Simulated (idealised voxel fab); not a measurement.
process module | voxel capacitor over wiring
cross-section cut | 180 nm wide | cells 5 nm
A cross-section is a grid of square cells, given in bands from the top down. A band is one or more rows of cells.
Each band's line starts with the height of the band's top and of its bottom, in nm. Then come its materials from left to right, each with its width in nm. One material with "throughout" fills the band from edge to edge. "air" is empty space.
Height 0 is the level under which the wafer as received is all one material. The lowest band goes on downwards, as in "0 down".
A width such as "30 to 40" changes by the same amount from each row of cells to the next, from the band's top row to its bottom row.
"no change" after a step means that no cell of the cross-section changed.
closed voids: empty space of 8 cells or more with no open way to the top, each as width x height at its distance from the left edge, in nm
after a step's settings: what the simulator itself notes on the step
overlay nm, on a step with a mask: how far to the right of its planned place the mask lay; to the left if negative
plan
1 op RECEIVE | material Si
2 op CONFORMAL_DEP | material SiO2 | thk nm 10
3 op DIRECTIONAL_DEP | material TiN | thk nm 5
4 op DIRECTIONAL_DEP | material W | thk nm 15
5 op PATTERN | tone cover | mask id METAL_1 | material resist | width nm 15 | pitch nm 75 | thk nm 15 | overlay nm 0
6 op DIRECTIONAL_ETCH | etch materials W | depth nm 15
7 op DIRECTIONAL_ETCH | etch materials TiN | depth nm 5
8 op STRIP | etch materials resist
9 op FILL_DEP | material lowk | thk nm 5
10 op CMP | height nm 30
11 op CONFORMAL_DEP | material SiCN | thk nm 5
12 op DIRECTIONAL_DEP | material lowk | thk nm 20
13 op PATTERN | tone open | mask id PLUG_1 | material resist | width nm 15 | thk nm 15 | overlay nm 0
14 op DIRECTIONAL_ETCH | etch materials lowk | depth nm 20
15 op DIRECTIONAL_ETCH | etch materials SiCN | depth nm 5
16 op STRIP | etch materials resist
17 op EPI | material Ru | thk nm 10
18 op EPI | material Ru | thk nm 10
19 op EPI | material Ru | thk nm 5
20 op DIRECTIONAL_DEP | material TiN | thk nm 10
21 op DIRECTIONAL_DEP | material Al2O3 | thk nm 5
22 op DIRECTIONAL_DEP | material TiN | thk nm 5
23 op DIRECTIONAL_DEP | material aC | thk nm 15
24 op PATTERN | tone cover | mask id UPPER_PLATE | material resist | width nm 55 | thk nm 35 | overlay nm 0
25 op DIRECTIONAL_ETCH | etch materials aC | depth nm 15
26 op STRIP | etch materials resist
27 op DIRECTIONAL_ETCH | etch materials TiN | depth nm 5
28 op DIRECTIONAL_ETCH | etch materials Al2O3 | depth nm 5
29 op STRIP | etch materials aC
30 op PATTERN | tone cover | mask id LOWER_PLATE | material resist | width nm 65 | thk nm 20 | overlay nm 0
31 op DIRECTIONAL_ETCH | etch materials TiN | depth nm 10
32 op STRIP | etch materials resist
33 op FILL_DEP | material SiO2 | thk nm 20
34 op CMP | height nm 90
35 op PATTERN | tone open | mask id PLUG_2 | material resist | width nm 15 | thk nm 20 | overlay nm 0
36 op DIRECTIONAL_ETCH | etch materials SiO2 | depth nm 15
37 op STRIP | etch materials resist
38 op CONFORMAL_DEP | material TiN | thk nm 5
39 op FILL_DEP | material W | thk nm 10
40 op CMP | height nm 90
41 op CONFORMAL_DEP | material SiN | thk nm 5
varied across the wafers: width nm of step 5. The plan shows the first wafer's value. All wafers start alike
first wafer as received, after step 1
  0 down: Si throughout
  closed voids: none
first wafer at the end, after step 41
  95 to 90: SiN throughout
  90 to 80: SiO2 60 | TiN 5 | W 5 | TiN 5 | SiO2 105
  80 to 70: SiO2 60 to 50 | TiN 15 to 55 | SiO2 105 to 75
  70 to 65: SiO2 50 | Al2O3 55 | SiO2 75
  65 to 55: SiO2 45 | TiN 65 | SiO2 70
  55 to 35: lowk 50 | Ru 15 | lowk 115
  35 to 30: SiCN 50 | Ru 15 | SiCN 115
  30 to 15: lowk 45 | W 15 | lowk 60 | W 15 | lowk 45
  15 to 10: lowk 45 | TiN 15 | lowk 60 | TiN 15 | lowk 45
  10 to 0: SiO2 throughout
  0 down: Si throughout
  closed voids: none
last wafer at the end
  95 to 90: SiN throughout
  90 to 80: SiO2 60 | TiN 5 | W 5 | TiN 5 | SiO2 105
  80 to 70: SiO2 60 to 50 | TiN 15 to 55 | SiO2 105 to 75
  70 to 65: SiO2 50 | Al2O3 55 | SiO2 75
  65 to 55: SiO2 45 | TiN 65 | SiO2 70
  55 to 35: lowk 50 | Ru 15 | lowk 115
  35 to 30: SiCN 50 | Ru 15 | SiCN 115
  30 to 15: lowk 35 | W 40 | lowk 35 | W 40 | lowk 30
  15 to 10: lowk 35 | TiN 40 | lowk 35 | TiN 40 | lowk 30
  10 to 0: SiO2 throughout
  0 down: Si throughout
  closed voids: none
each wafer at the end: cells of each material gained (+) or lost (-) since it was received, then its closed voids
width nm 15 | +11 Al2O3 | +15 Ru | +33 SiCN | +36 SiN | +267 SiO2 | +50 TiN | +20 W | +252 lowk | closed voids: none
width nm 20 | +11 Al2O3 | +15 Ru | +33 SiCN | +36 SiN | +267 SiO2 | +52 TiN | +26 W | +244 lowk | closed voids: none
width nm 25 | +11 Al2O3 | +15 Ru | +33 SiCN | +36 SiN | +267 SiO2 | +54 TiN | +32 W | +236 lowk | closed voids: none
width nm 30 | +11 Al2O3 | +15 Ru | +33 SiCN | +36 SiN | +267 SiO2 | +56 TiN | +38 W | +228 lowk | closed voids: none
width nm 35 | +11 Al2O3 | +15 Ru | +33 SiCN | +36 SiN | +267 SiO2 | +58 TiN | +44 W | +220 lowk | closed voids: none
width nm 40 | +11 Al2O3 | +15 Ru | +33 SiCN | +36 SiN | +267 SiO2 | +60 TiN | +50 W | +212 lowk | closed voids: none
